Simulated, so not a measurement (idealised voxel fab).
Module name: voxel capacitor over wiring (process module)
Section shown: cut. Width: 245 nm. Cell size: 5 nm, square.
In this document a cross-section is written as a grid of square cells. It is given as a series of bands, listed from the top down, and a band is one or more rows of cells. What a band's entry tells you: where the top is and where the bottom is, as heights in nm, and after that what lies inside, material by material from left to right, each with its width in nm. Empty space is written as the word "blank", and a single material marked with the word "full width" occupies the band from edge to edge. For the purposes of this specification, 0 denotes the height below which the wafer in its as-received condition is composed wholly of one material, and the lowermost band, lacking a lower limit, extends downward without end, as expressed in "from 0 down". You'd read "30 to 40" like this: the band's top row of cells is as wide as the first number, its bottom row is as wide as the second, and going down, every row changes width by the same amount as the row before did. "left unchanged" (step): cross-section cells unchanged, all of them. "Trapped void list" lists enclosed empty spaces (at least 8 cells, no open path upward to the top), each as width x height at distance from the left edge, in nm. Post-settings text on a step line: simulator's own remark regarding the step. When a step includes a mask, the "overlay nm" setting on its line states how far to the right of its planned place that mask lay, and negative values state how far to the left.

**Process steps - plan**
1. RECEIVE,material Si
2. CONFORMAL_DEP,material SiO2,thk nm 15
3. DIRECTIONAL_DEP,material TiN,thk nm 5
4. DIRECTIONAL_DEP,material Ru,thk nm 25
5. PATTERN,tone cover,mask id METAL_1,material resist,width nm 20,pitch nm 75,thk nm 20,overlay nm 0
6. DIRECTIONAL_ETCH,etch materials Ru,depth nm 25
7. DIRECTIONAL_ETCH,etch materials TiN,depth nm 5
8. STRIP,etch materials resist
9. CONFORMAL_DEP,material SiCN,thk nm 5
10. FILL_DEP,material SiO2,thk nm 5
11. CMP,height nm 45
12. CONFORMAL_DEP,material SiCN,thk nm 5
13. DIRECTIONAL_DEP,material lowk,thk nm 20
14. MASKED_ETCH,tone open,mask id PLUG_1,width nm 15,etch materials lowk,depth nm 20,overlay nm 0
15. MASKED_ETCH,tone open,mask id PLUG_1,width nm 15,etch materials SiCN,depth nm 5,overlay nm -15
16. CONFORMAL_DEP,material TiN,thk nm 5
17. FILL_DEP,material W,thk nm 10
18. CMP,height nm 70
19. DIRECTIONAL_DEP,material TiN,thk nm 5
20. DIRECTIONAL_DEP,material SiN,thk nm 5
21. DIRECTIONAL_DEP,material TiN,thk nm 10
22. DIRECTIONAL_DEP,material aC,thk nm 10
23. PATTERN,tone cover,mask id UPPER_PLATE,material resist,width nm 60,thk nm 25,overlay nm 0
24. DIRECTIONAL_ETCH,etch materials aC,depth nm 10
25. STRIP,etch materials resist
26. DIRECTIONAL_ETCH,etch materials TiN,depth nm 10
27. DIRECTIONAL_ETCH,etch materials SiN,depth nm 5
28. STRIP,etch materials aC
29. PATTERN,tone cover,mask id LOWER_PLATE,material resist,width nm 70,thk nm 15,overlay nm 0
30. DIRECTIONAL_ETCH,etch materials TiN,depth nm 5
31. STRIP,etch materials resist
32. FILL_DEP,material SiO2,thk nm 20
33. CMP,height nm 105
34. PATTERN,tone open,mask id PLUG_2,material resist,width nm 15,thk nm 20,overlay nm 0
35. DIRECTIONAL_ETCH,etch materials SiO2,depth nm 15
36. STRIP,etch materials resist
37. CONFORMAL_DEP,material TiN,thk nm 5
38. FILL_DEP,material Ru,thk nm 10
39. CMP,height nm 105
40. CONFORMAL_DEP,material SiN,thk nm 5
All wafers enter the flow in the same state. The overlay nm at step 15 differs from wafer to wafer, and the plan gives the value for the first wafer.

**As-received state after step 1, first of several wafers, cross-section**
> from 0 down: Si full width
> Trapped void list: none

**Note: the following table is arranged by wafer, a row apiece. Each row reports the end-of-module state: per material, cells gained (+) or cells lost (-) compared with the wafer as received; closed voids follow**
overlay nm -15, +42 Ru, +110 SiCN, +61 SiN, +616 SiO2, +62 TiN, +3 W, +184 lowk, Trapped void list: none
overlay nm -10, +42 Ru, +109 SiCN, +61 SiN, +616 SiO2, +63 TiN, +3 W, +184 lowk, Trapped void list: none
overlay nm -5, +42 Ru, +108 SiCN, +61 SiN, +616 SiO2, +64 TiN, +3 W, +184 lowk, Trapped void list: none
overlay nm 0, +42 Ru, +107 SiCN, +61 SiN, +616 SiO2, +64 TiN, +4 W, +184 lowk, Trapped void list: none
overlay nm 5, +42 Ru, +108 SiCN, +61 SiN, +616 SiO2, +64 TiN, +3 W, +184 lowk, Trapped void list: none
overlay nm 10, +42 Ru, +109 SiCN, +61 SiN, +616 SiO2, +63 TiN, +3 W, +184 lowk, Trapped void list: none
overlay nm 15, +42 Ru, +110 SiCN, +61 SiN, +616 SiO2, +62 TiN, +3 W, +184 lowk, Trapped void list: none
